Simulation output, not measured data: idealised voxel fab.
The process module presented herein is designated voxel spacer lines.
cross-section cut | 270 nm wide | cells 5 nm
Cross-section spec: square-cell grid; bands listed top down; each band is one or more rows. Band entry format. Leading values: height of top, height of bottom, nm. Remainder: materials in left-to-right order, each with its width in nm. Special words: "all across" on a single material, which then fills the band edge to edge; "blank", empty space. Zero point of the height axis is 0; under it, received wafer = one material. Lowest band: continues down indefinitely, "top 0, no bottom". A width given as "30 to 40" starts at the first number in the band's top row and ends at the second number in its bottom row, shifting by an equal amount at every step from row to row. "no alterations made" for a step: no cell of the cross-section changed in that step. Reported under the label "Voids lacking openings" are the empty spaces having no open way to the top and comprising 8 cells or more; the notation for each is width x height at distance, in which the distance is measured from the left edge and all three values are in nm. Where a step's line continues beyond its settings, the continuation is a remark by the simulator itself on that step. A step line may carry the setting "overlay nm", which, for steps involving a mask, states the distance by which the mask lay to the right of its intended position; negative values denote displacement to the left.

[Listed below are the process steps as planned]
step 1: op RECEIVE | material Si
step 2: op CONFORMAL_DEP | material SiO2 | thk nm 5
step 3: op DIRECTIONAL_DEP | material TiN | thk nm 10
step 4: op DIRECTIONAL_DEP | material aC | thk nm 30
step 5: op PATTERN | tone cover | mask id MANDREL | material resist | width nm 15 | pitch nm 60 | thk nm 40 | overlay nm 0
step 6: op DIRECTIONAL_ETCH | etch materials aC | depth nm 30
step 7: op STRIP | etch materials resist
step 8: op CONFORMAL_DEP | material SiN | thk nm 5
step 9: op DIRECTIONAL_ETCH | etch materials SiN | depth nm 15
step 10: op STRIP | etch materials aC
step 11: op DIRECTIONAL_ETCH | etch materials TiN | depth nm 10
step 12: op STRIP | etch materials SiN
step 13: op FILL_DEP | material SiO2 | thk nm 10
step 14: op CMP | height nm 15
Among the wafers covered here, the point of difference is the thk nm at step 8; their starting state is shared, and the plan presents the value of the first wafer.

[The first of several wafers in cross-section, exactly as it reached us after step 1]
* top 0, no bottom | Si all across
* Voids lacking openings: none

[The following table contains a row per wafer, in which are reported, at the conclusion of the module, the cells of each material gained (+) or lost (-) since the wafer's receipt, with its closed voids given thereafter]
thk nm 5; +150 SiO2; +12 TiN; Voids lacking openings: none
thk nm 10; +138 SiO2; +24 TiN; Voids lacking openings: none
thk nm 15; +126 SiO2; +36 TiN; Voids lacking openings: none
thk nm 20; +54 SiO2; +108 TiN; Voids lacking openings: none
thk nm 25; +54 SiO2; +108 TiN; Voids lacking openings: none
thk nm 30; +54 SiO2; +108 TiN; Voids lacking openings: none
